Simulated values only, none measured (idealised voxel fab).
The process module presented herein is designated voxel self aligned contacts.
For reference, the cross-section in this document is cut, with width 270 nm and square cells of 5 nm.
The cross-sections in this document take the form of a grid made of square cells. They are written out as bands, in order from top to bottom. Each band consists of one or more rows of cells.
Heights first: top, then bottom, in nm. Then materials, left to right, each with a width in nm. "throughout" on a single material: fills the band edge to edge. "air": empty space.
Beneath 0, the wafer as received is one material, and that level is where height counting begins. The lowest band goes on downward without a bottom; it is written like "0..down".
Quick explanation for "30->40": the width changes in equal steps down the rows of cells, from the first number in the band's top row to the second number in its bottom row.
The designation "left unchanged", where it is given for a processing step, indicates that no cell of the cross-section was altered in the course of that step.
You'll see "Cavities, closed" listing empty spaces that have no way open to the top, as long as they're 8 cells or more; the notation is width x height at distance, where the distance is from the left edge, and all of it is in nm.
Past the settings on a step's line: simulator remark, on that step.
overlay nm: mask right of planned place by this much (step with mask). Neg. = left.
List of planned process steps:
- 1: RECEIVE | material Si
- 2: OXIDIZE | depth nm 5
- 3: DIRECTIONAL_DEP | material polySi | thk nm 30
- 4: DIRECTIONAL_DEP | material SiN | thk nm 20
- 5: DIRECTIONAL_DEP | material aC | thk nm 10
- 6: PATTERN | tone cover | mask id GATE | material resist | width nm 35 | pitch nm 70 | thk nm 25 | overlay nm 0
- 7: DIRECTIONAL_ETCH | etch materials aC | depth nm 10
- 8: STRIP | etch materials resist
- 9: DIRECTIONAL_ETCH | etch materials SiN | depth nm 20
- 10: DIRECTIONAL_ETCH | etch materials polySi | depth nm 30
- 11: STRIP | etch materials aC
- 12: CONFORMAL_DEP | material SiN | thk nm 10
- 13: DIRECTIONAL_ETCH | etch materials SiN | depth nm 10
- 14: FILL_DEP | material SiO2 | thk nm 15
- 15: CMP | height nm 60
- 16: PATTERN | tone open | mask id CONTACT | material resist | width nm 45 | pitch nm 70 | thk nm 15 | overlay nm 0
- 17: DIRECTIONAL_ETCH | etch materials SiO2 | depth nm 65
- 18: STRIP | etch materials resist
- 19: CONFORMAL_DEP | material TiN | thk nm 5
- 20: FILL_DEP | material Ru | thk nm 5
- 21: CMP | height nm 60
- 22: CONFORMAL_DEP | material SiN | thk nm 5
Wafer as received: cross-section following step 1:
  0..down = Si throughout
  Cavities, closed: none
Cross-section taken at module completion on the first of two wafers; processed per the plan:
  65..60 = SiN throughout
  60..50 = SiO2=75 | TiN=5->20 | Ru=35->5 | TiN=5->20 | SiO2=25 | TiN=5->20 | Ru=35->5 | TiN=5->20 | SiO2=80
  50..30 = SiO2=35 | SiN=55 | TiN=5 | Ru=5 | TiN=5 | SiN=55 | TiN=5 | Ru=5 | TiN=5 | SiN=55 | SiO2=40
  30..0 = SiO2=35 | SiN=10 | polySi=35 | SiN=10 | TiN=5 | Ru=5 | TiN=5 | SiN=10 | polySi=35 | SiN=10 | TiN=5 | Ru=5 | TiN=5 | SiN=10 | polySi=35 | SiN=10 | SiO2=40
  0..-5 = SiO2=90 | TiN=15 | SiO2=55 | TiN=15 | SiO2=95
  -5..down = Si throughout
  Cavities, closed: none
Cross-section, second wafer: same start as the first, same plan as the first, one mistake in running it; taken at the end of the module:
  65..60 = SiN throughout
  60..50 = SiO2=75 | TiN=5->15 | Ru=35->15 | TiN=5->15 | SiO2=25 | TiN=5->15 | Ru=35->15 | TiN=5->15 | SiO2=80
  50..30 = SiO2=40 | SiN=45 | TiN=5 | Ru=15 | TiN=5 | SiN=45 | TiN=5 | Ru=15 | TiN=5 | SiN=45 | SiO2=45
  30..0 = SiO2=40 | SiN=10 | polySi=25 | SiN=10 | TiN=5 | Ru=15 | TiN=5 | SiN=10 | polySi=25 | SiN=10 | TiN=5 | Ru=15 | TiN=5 | SiN=10 | polySi=25 | SiN=10 | SiO2=45
  0..-5 = SiO2=85 | TiN=25 | SiO2=45 | TiN=25 | SiO2=90
  -5..down = Si throughout
  Cavities, closed: none
What went wrong in running the wafer? it should be noted that step 6 was executed with settings other than those planned, the operation and settings actually applied being PATTERN | tone cover | mask id GATE | material resist | width nm 25 | pitch nm 70 | thk nm 25 | overlay nm 0
End check, counted in cells, second wafer has more or fewer of these materials than the first: +44 Ru; -24 SiN; +16 SiO2; -36 polySi
